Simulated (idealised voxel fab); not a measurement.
Documented hereafter: the process module known as voxel transistor to metal.
Cross-section cut spans 185 nm and uses square cells 5 nm in size.
Each cross-section below is a grid of square cells, stated as bands in top-down order, with one or more rows of cells making up each band. Within each band entry, the heights of the top and of the bottom of the band appear first, in that order and in nm; the materials of the band then follow from left to right, each with its corresponding width in nm. The designation "everywhere" on a single material indicates that it fills the band from edge to edge; the designation "blank" indicates empty space. Heights are expressed relative to 0, this being the level below which the as-received wafer comprises one material exclusively. The lowest band is unbounded in the downward direction and is denoted as in "z 0 and below". Quick explanation for "30->40": the width changes in equal steps down the rows of cells, from the first number in the band's top row to the second number in its bottom row. "changes: none" for a step: no cell of the cross-section changed in that step. Closed empty spaces (no open way to the top) of 8 cells or more are what "Closed void roster" lists, each as width x height at distance from the left edge, nm for all three. On each step's line, the part that comes after the settings is the simulator's own comment on the step. overlay nm: step with mask; distance mask lay right of planned place; negative value = left of planned place.
### The steps planned for the process are as follows
1. RECEIVE: material Si
2. CONFORMAL_DEP: material SiO2, thk nm 5
3. CONFORMAL_DEP: material SiN, thk nm 10
4. MASKED_ETCH: tone cover, mask id ACTIVE, width nm 110, etch materials SiN, depth nm 10, overlay nm 0
5. MASKED_ETCH: tone cover, mask id ACTIVE, width nm 110, etch materials SiO2, depth nm 5, overlay nm 0
6. MASKED_ETCH: tone cover, mask id ACTIVE, width nm 110, etch materials Si, depth nm 35, overlay nm 0
7. OXIDIZE: depth nm 5
8. FILL_DEP: material SiO2, thk nm 10
9. CMP: height nm 15
10. SELECTIVE_ETCH: etch materials SiO2, depth nm 10
11. STRIP: etch materials SiN
12. SELECTIVE_ETCH: etch materials SiO2, depth nm 5
13. OXIDIZE: depth nm 5
14. DIRECTIONAL_DEP: material polySi, thk nm 30
15. DIRECTIONAL_DEP: material SiCN, thk nm 10
16. MASKED_ETCH: tone cover, mask id GATE, width nm 30, etch materials SiCN, depth nm 20, overlay nm 0
17. MASKED_ETCH: tone cover, mask id GATE, width nm 30, etch materials polySi, depth nm 40, overlay nm 0
18. CONFORMAL_DEP: material SiN, thk nm 10
19. DIRECTIONAL_ETCH: etch materials SiN, depth nm 10
20. DIRECTIONAL_ETCH: etch materials SiO2, depth nm 5
21. DIRECTIONAL_ETCH: etch materials Si, depth nm 10
22. EPI: material pSi, thk nm 10
23. FILL_DEP: material SiO2, thk nm 5
24. CMP: height nm 30
25. STRIP: etch materials polySi
26. SELECTIVE_ETCH: etch materials SiO2, depth nm 5
27. CONFORMAL_DEP: material HfO2, thk nm 5
28. CONFORMAL_DEP: material TiN, thk nm 5
29. FILL_DEP: material W, thk nm 5
30. CMP: height nm 25
31. DIRECTIONAL_DEP: material SiO2, thk nm 10
32. MASKED_ETCH: tone open, mask id CONTACT, width nm 20, pitch nm 80, etch materials SiO2, depth nm 40, overlay nm 0
33. CONFORMAL_DEP: material TiN, thk nm 5
34. FILL_DEP: material Ru, thk nm 5
35. CMP: height nm 35
36. DIRECTIONAL_DEP: material TiN, thk nm 5
37. DIRECTIONAL_DEP: material Ru, thk nm 15
38. PATTERN: tone cover, mask id METAL_1, material resist, width nm 20, pitch nm 80, thk nm 15, overlay nm 0
39. DIRECTIONAL_ETCH: etch materials Ru, depth nm 15
40. DIRECTIONAL_ETCH: etch materials TiN, depth nm 5
41. STRIP: etch materials resist
42. CONFORMAL_DEP: material SiCN, thk nm 5
43. FILL_DEP: material lowk, thk nm 10
44. CMP: height nm 55
45. CONFORMAL_DEP: material SiCN, thk nm 5
46. DIRECTIONAL_DEP: material SiO2, thk nm 25
47. DIRECTIONAL_DEP: material aC, thk nm 15
48. PATTERN: tone open, mask id METAL_2_HOLES, material resist, width nm 15, pitch nm 80, thk nm 30, overlay nm 0
49. DIRECTIONAL_ETCH: etch materials aC, depth nm 15
50. STRIP: etch materials resist
51. DIRECTIONAL_ETCH: etch materials SiO2, depth nm 25
52. STRIP: etch materials aC
53. DIRECTIONAL_DEP: material aC, thk nm 10
54. PATTERN: tone open, mask id METAL_2, material resist, width nm 20, pitch nm 80, thk nm 30, overlay nm 0
55. DIRECTIONAL_ETCH: etch materials aC, depth nm 10
56. STRIP: etch materials resist
57. DIRECTIONAL_ETCH: etch materials SiO2, depth nm 15
58. DIRECTIONAL_ETCH: etch materials SiCN, depth nm 5
59. STRIP: etch materials aC
60. CONFORMAL_DEP: material TiN, thk nm 5
61. FILL_DEP: material Cu, thk nm 5
62. CMP: height nm 85
63. CONFORMAL_DEP: material SiN, thk nm 5
### Delivered wafer in cross-section: state after step 1
> z 0 and below = Si everywhere
> Closed void roster: none
### The first of the two wafers as seen in cross-section once the module was finished; processing followed the plan
> z 90 to 85 = SiN everywhere
> z 85 to 75 = SiO2: 40  TiN: 5  Cu: 10  TiN: 5  SiO2: 60  TiN: 5  Cu: 10  TiN: 5  SiO2: 45
> z 75 to 70 = SiO2: 40  TiN: 5  Cu: 5  TiN: 10  SiO2: 60  TiN: 5  Cu: 5  TiN: 10  SiO2: 45
> z 70 to 60 = SiO2: 40  TiN: 5  Cu: 5  TiN: 5  SiO2: 65  TiN: 5  Cu: 5  TiN: 5  SiO2: 50
> z 60 to 55 = SiCN: 40  TiN: 15  SiCN: 65  TiN: 15  SiCN: 50
> z 55 to 40 = lowk: 35  SiCN: 5  Ru: 20  SiCN: 5  lowk: 50  SiCN: 5  Ru: 20  SiCN: 5  lowk: 40
> z 40 to 35 = SiCN: 40  TiN: 20  SiCN: 60  TiN: 20  SiCN: 45
> z 35 to 25 = SiO2: 40  TiN: 5  Ru: 10  TiN: 5  SiO2: 60  TiN: 5  Ru: 10  TiN: 5  SiO2: 45
> z 25 to 10 = SiO2: 40  TiN: 5  Ru: 10  TiN: 5  SiO2: 5  SiN: 10  HfO2: 5  TiN: 5  W: 10  TiN: 5  HfO2: 5  SiN: 10  SiO2: 5  TiN: 5  Ru: 10  TiN: 5  SiO2: 45
> z 10 to 5 = SiO2: 40  TiN: 5  Ru: 5  TiN: 10  SiO2: 5  SiN: 10  HfO2: 5  TiN: 5  W: 10  TiN: 5  HfO2: 5  SiN: 10  SiO2: 5  TiN: 10  Ru: 5  TiN: 5  SiO2: 45
> z 5 to 0 = SiO2: 40  TiN: 5  Ru: 5  TiN: 5  pSi: 10  SiN: 10  HfO2: 5  TiN: 20  HfO2: 5  SiN: 10  pSi: 10  TiN: 5  Ru: 5  TiN: 5  SiO2: 45
> z 0 to -5 = SiO2: 40  TiN: 15  pSi: 10  SiO2: 5  HfO2: 40  SiO2: 5  pSi: 10  TiN: 15  SiO2: 45
> z -5 to -15 = SiO2: 40  pSi: 25  Si: 50  pSi: 25  SiO2: 45
> z -15 to -40 = SiO2: 40  Si: 100  SiO2: 45
> z -40 and below = Si everywhere
> Closed void roster: none
### second wafer at the end: like start, like plan, one mistake
> z 90 to 85 = SiN everywhere
> z 85 to 75 = SiO2: 40  TiN: 5  Cu: 5  TiN: 5  SiO2: 65  TiN: 5  Cu: 5  TiN: 5  SiO2: 50
> z 75 to 70 = SiO2: 40  TiN: 15  SiO2: 65  TiN: 15  SiO2: 50
> z 70 to 60 = SiO2 everywhere
> z 60 to 55 = SiCN everywhere
> z 55 to 40 = lowk: 35  SiCN: 5  Ru: 20  SiCN: 5  lowk: 50  SiCN: 5  Ru: 20  SiCN: 5  lowk: 40
> z 40 to 35 = SiCN: 40  TiN: 20  SiCN: 60  TiN: 20  SiCN: 45
> z 35 to 25 = SiO2: 40  TiN: 5  Ru: 10  TiN: 5  SiO2: 60  TiN: 5  Ru: 10  TiN: 5  SiO2: 45
> z 25 to 10 = SiO2: 40  TiN: 5  Ru: 10  TiN: 5  SiO2: 5  SiN: 10  HfO2: 5  TiN: 5  W: 10  TiN: 5  HfO2: 5  SiN: 10  SiO2: 5  TiN: 5  Ru: 10  TiN: 5  SiO2: 45
> z 10 to 5 = SiO2: 40  TiN: 5  Ru: 5  TiN: 10  SiO2: 5  SiN: 10  HfO2: 5  TiN: 5  W: 10  TiN: 5  HfO2: 5  SiN: 10  SiO2: 5  TiN: 10  Ru: 5  TiN: 5  SiO2: 45
> z 5 to 0 = SiO2: 40  TiN: 5  Ru: 5  TiN: 5  pSi: 10  SiN: 10  HfO2: 5  TiN: 20  HfO2: 5  SiN: 10  pSi: 10  TiN: 5  Ru: 5  TiN: 5  SiO2: 45
> z 0 to -5 = SiO2: 40  TiN: 15  pSi: 10  SiO2: 5  HfO2: 40  SiO2: 5  pSi: 10  TiN: 15  SiO2: 45
> z -5 to -15 = SiO2: 40  pSi: 25  Si: 50  pSi: 25  SiO2: 45
> z -15 to -40 = SiO2: 40  Si: 100  SiO2: 45
> z -40 and below = Si everywhere
> Closed void roster: none
Deviation from plan: twice, step 46 of the plan was run
at the end the second wafer has, in cells: 10 fewer of Cu, 6 more of SiCN, 18 more of SiO2, 14 fewer of TiN
